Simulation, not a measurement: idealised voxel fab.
process module | voxel capacitor over wiring
cross-section cut | 250 nm wide | cells 5 nm
A cross-section is a grid of square cells, given in bands from the top down. A band is one or more rows of cells.
Each band's line starts with the height of the band's top and of its bottom, in nm. Then come its materials from left to right, each with its width in nm. One material with "throughout" fills the band from edge to edge. "air" is empty space.
Height 0 is the level under which the wafer as received is all one material. The lowest band goes on downwards, as in "0 down".
A width such as "30 to 40" changes by the same amount from each row of cells to the next, from the band's top row to its bottom row.
"no change" after a step means that no cell of the cross-section changed.
closed voids: empty space of 8 cells or more with no open way to the top, each as width x height at its distance from the left edge, in nm
after a step's settings: what the simulator itself notes on the step
overlay nm, on a step with a mask: how far to the right of its planned place the mask lay; to the left if negative
plan
1 op RECEIVE | material Si
2 op CONFORMAL_DEP | material SiO2 | thk nm 10
3 op DIRECTIONAL_DEP | material TiN | thk nm 5
4 op DIRECTIONAL_DEP | material W | thk nm 15
5 op DIRECTIONAL_DEP | material aC | thk nm 15
6 op PATTERN | tone cover | mask id METAL_1 | material resist | width nm 20 | pitch nm 70 | thk nm 30 | overlay nm 0
7 op DIRECTIONAL_ETCH | etch materials aC | depth nm 15
8 op STRIP | etch materials resist
9 op DIRECTIONAL_ETCH | etch materials W | depth nm 15
10 op DIRECTIONAL_ETCH | etch materials TiN | depth nm 5
11 op STRIP | etch materials aC
12 op FILL_DEP | material lowk | thk nm 5
13 op CMP | height nm 30
14 op CONFORMAL_DEP | material SiCN | thk nm 5
15 op DIRECTIONAL_DEP | material lowk | thk nm 10
16 op DIRECTIONAL_DEP | material aC | thk nm 15
17 op PATTERN | tone open | mask id PLUG_1 | material resist | width nm 15 | thk nm 35 | overlay nm 0
18 op DIRECTIONAL_ETCH | etch materials aC | depth nm 15
19 op STRIP | etch materials resist
20 op DIRECTIONAL_ETCH | etch materials lowk | depth nm 10
21 op DIRECTIONAL_ETCH | etch materials SiCN | depth nm 5
22 op STRIP | etch materials aC
23 op CONFORMAL_DEP | material TiN | thk nm 5
24 op FILL_DEP | material Ru | thk nm 10
25 op CMP | height nm 45
26 op DIRECTIONAL_DEP | material TiN | thk nm 10
27 op DIRECTIONAL_DEP | material Al2O3 | thk nm 5
28 op DIRECTIONAL_DEP | material TiN | thk nm 5
29 op PATTERN | tone cover | mask id UPPER_PLATE | material resist | width nm 55 | thk nm 20 | overlay nm 0
30 op DIRECTIONAL_ETCH | etch materials TiN | depth nm 5
31 op DIRECTIONAL_ETCH | etch materials Al2O3 | depth nm 5
32 op STRIP | etch materials resist
33 op PATTERN | tone cover | mask id LOWER_PLATE | material resist | width nm 65 | thk nm 20 | overlay nm 0
34 op DIRECTIONAL_ETCH | etch materials TiN | depth nm 10
35 op STRIP | etch materials resist
36 op FILL_DEP | material SiO2 | thk nm 20
37 op CMP | height nm 80
38 op MASKED_ETCH | tone open | mask id PLUG_2 | width nm 15 | etch materials SiO2 | depth nm 15 | overlay nm 0
39 op CONFORMAL_DEP | material TiN | thk nm 5
40 op FILL_DEP | material W | thk nm 5
41 op CMP | height nm 80
42 op CONFORMAL_DEP | material SiCN | thk nm 5
first wafer, as planned
as received, after step 1
  0 down: Si throughout
  closed voids: none
after step 2
  10 to 0: SiO2 throughout
  below 0: unchanged
after step 3
  15 to 10: TiN throughout
  below 10: unchanged
after step 4
  30 to 15: W throughout
  below 15: unchanged
after step 5
  45 to 30: aC throughout
  below 30: unchanged
after step 6
  75 to 45: air 80 | resist 20 | air 50 | resist 20 | air 80
  below 45: unchanged
after step 7
  60 to 45: air 80 | resist 20 | air 50 | resist 20 | air 80
  45 to 30: air 80 | aC 20 | air 50 | aC 20 | air 80
  below 30: unchanged
after step 8
  45 to 30: air 80 | aC 20 | air 50 | aC 20 | air 80
  below 30: unchanged
after step 9
  45 to 30: air 80 | aC 20 | air 50 | aC 20 | air 80
  30 to 15: air 80 | W 20 | air 50 | W 20 | air 80
  below 15: unchanged
after step 10
  45 to 30: air 80 | aC 20 | air 50 | aC 20 | air 80
  30 to 15: air 80 | W 20 | air 50 | W 20 | air 80
  15 to 10: air 80 | TiN 20 | air 50 | TiN 20 | air 80
  below 10: unchanged
after step 11
  30 to 15: air 80 | W 20 | air 50 | W 20 | air 80
  below 15: unchanged
after step 12
  35 to 30: lowk throughout
  30 to 15: lowk 80 | W 20 | lowk 50 | W 20 | lowk 80
  15 to 10: lowk 80 | TiN 20 | lowk 50 | TiN 20 | lowk 80
  below 10: unchanged
after step 13
  30 to 15: lowk 80 | W 20 | lowk 50 | W 20 | lowk 80
  below 15: unchanged
after step 14
  35 to 30: SiCN throughout
  below 30: unchanged
after step 15
  45 to 35: lowk throughout
  below 35: unchanged
after step 16
  60 to 45: aC throughout
  below 45: unchanged
after step 17
  95 to 60: resist 85 | air 15 | resist 150
  below 60: unchanged
after step 18
  80 to 60: resist 85 | air 15 | resist 150
  60 to 45: aC 85 | air 15 | aC 150
  below 45: unchanged
after step 19
  60 to 45: aC 85 | air 15 | aC 150
  below 45: unchanged
after step 20
  60 to 45: aC 85 | air 15 | aC 150
  45 to 35: lowk 85 | air 15 | lowk 150
  below 35: unchanged
after step 21
  60 to 45: aC 85 | air 15 | aC 150
  45 to 35: lowk 85 | air 15 | lowk 150
  35 to 30: SiCN 85 | air 15 | SiCN 150
  below 30: unchanged
after step 22
  45 to 35: lowk 85 | air 15 | lowk 150
  below 35: unchanged
after step 23
  50 to 45: TiN 90 | air 5 | TiN 155
  45 to 35: lowk 85 | TiN 5 | air 5 | TiN 5 | lowk 150
  35 to 30: SiCN 85 | TiN 15 | SiCN 150
  below 30: unchanged
after step 24
  60 to 50: Ru throughout
  50 to 45: TiN 90 | Ru 5 | TiN 155
  45 to 35: lowk 85 | TiN 5 | Ru 5 | TiN 5 | lowk 150
  below 35: unchanged
after step 25
  45 to 35: lowk 85 | TiN 5 | Ru 5 | TiN 5 | lowk 150
  below 35: unchanged
after step 26
  55 to 45: TiN throughout
  below 45: unchanged
after step 27
  60 to 55: Al2O3 throughout
  below 55: unchanged
after step 28
  65 to 60: TiN throughout
  below 60: unchanged
after step 29
  85 to 65: air 85 | resist 55 | air 110
  below 65: unchanged
after step 30
  85 to 65: air 85 | resist 55 | air 110
  65 to 60: air 85 | TiN 55 | air 110
  below 60: unchanged
after step 31
  85 to 65: air 85 | resist 55 | air 110
  65 to 60: air 85 | TiN 55 | air 110
  60 to 55: air 85 | Al2O3 55 | air 110
  below 55: unchanged
after step 32
  65 to 60: air 85 | TiN 55 | air 110
  below 60: unchanged
after step 33
  85 to 65: air 80 | resist 65 | air 105
  65 to 60: air 80 | resist 5 | TiN 55 | resist 5 | air 105
  60 to 55: air 80 | resist 5 | Al2O3 55 | resist 5 | air 105
  below 55: unchanged
after step 34
  85 to 65: air 80 | resist 65 | air 105
  65 to 60: air 80 | resist 5 | TiN 55 | resist 5 | air 105
  60 to 55: air 80 | resist 5 | Al2O3 55 | resist 5 | air 105
  55 to 45: air 80 | TiN 65 | air 105
  below 45: unchanged
after step 35
  65 to 60: air 85 | TiN 55 | air 110
  60 to 55: air 85 | Al2O3 55 | air 110
  below 55: unchanged
after step 36
  85 to 65: SiO2 throughout
  65 to 60: SiO2 85 | TiN 55 | SiO2 110
  60 to 55: SiO2 85 | Al2O3 55 | SiO2 110
  55 to 45: SiO2 80 | TiN 65 | SiO2 105
  below 45: unchanged
after step 37
  80 to 65: SiO2 throughout
  below 65: unchanged
after step 38
  80 to 65: SiO2 95 | air 15 | SiO2 140
  below 65: unchanged
after step 39
  85 to 80: TiN 100 | air 5 | TiN 145
  80 to 70: SiO2 95 | TiN 5 | air 5 | TiN 5 | SiO2 140
  70 to 60: SiO2 95 to 85 | TiN 15 to 55 | SiO2 140 to 110
  below 60: unchanged
after step 40
  90 to 85: W throughout
  85 to 80: TiN 100 | W 5 | TiN 145
  80 to 70: SiO2 95 | TiN 5 | W 5 | TiN 5 | SiO2 140
  below 70: unchanged
after step 41
  80 to 70: SiO2 95 | TiN 5 | W 5 | TiN 5 | SiO2 140
  below 70: unchanged
after step 42
  85 to 80: SiCN throughout
  below 80: unchanged
second wafer: like start, like plan, one mistake. Through step 32 it matches the first wafer
when step 33 should have ended
  85 to 65: air 85 | resist 60 | air 105
  65 to 60: air 85 | TiN 55 | resist 5 | air 105
  60 to 55: air 85 | Al2O3 55 | resist 5 | air 105
  below 55: unchanged
when step 34 should have ended
  85 to 65: air 85 | resist 60 | air 105
  65 to 60: air 85 | TiN 55 | resist 5 | air 105
  60 to 55: air 85 | Al2O3 55 | resist 5 | air 105
  55 to 45: air 85 | TiN 60 | air 105
  below 45: unchanged
when step 35 should have ended
  65 to 60: air 85 | TiN 55 | air 110
  60 to 55: air 85 | Al2O3 55 | air 110
  below 55: unchanged
when step 36 should have ended
  85 to 65: SiO2 throughout
  65 to 60: SiO2 85 | TiN 55 | SiO2 110
  60 to 55: SiO2 85 | Al2O3 55 | SiO2 110
  55 to 45: SiO2 85 | TiN 60 | SiO2 105
  below 45: unchanged
when step 37 should have ended
  80 to 65: SiO2 throughout
  below 65: unchanged
when step 38 should have ended
  80 to 65: SiO2 95 | air 15 | SiO2 140
  below 65: unchanged
when step 39 should have ended
  85 to 80: TiN 100 | air 5 | TiN 145
  80 to 70: SiO2 95 | TiN 5 | air 5 | TiN 5 | SiO2 140
  70 to 60: SiO2 95 to 85 | TiN 15 to 55 | SiO2 140 to 110
  below 60: unchanged
when step 40 should have ended
  90 to 85: W throughout
  85 to 80: TiN 100 | W 5 | TiN 145
  80 to 70: SiO2 95 | TiN 5 | W 5 | TiN 5 | SiO2 140
  below 70: unchanged
when step 41 should have ended
  80 to 70: SiO2 95 | TiN 5 | W 5 | TiN 5 | SiO2 140
  below 70: unchanged
when step 42 should have ended
  85 to 80: SiCN throughout
  below 80: unchanged
what went wrong: step 33 ran as: op PATTERN | tone cover | mask id LOWER_PLATE | material resist | width nm 60 | thk nm 20 | overlay nm 0
at the end the second wafer has, in cells: 2 more of SiO2 | 2 fewer of TiN
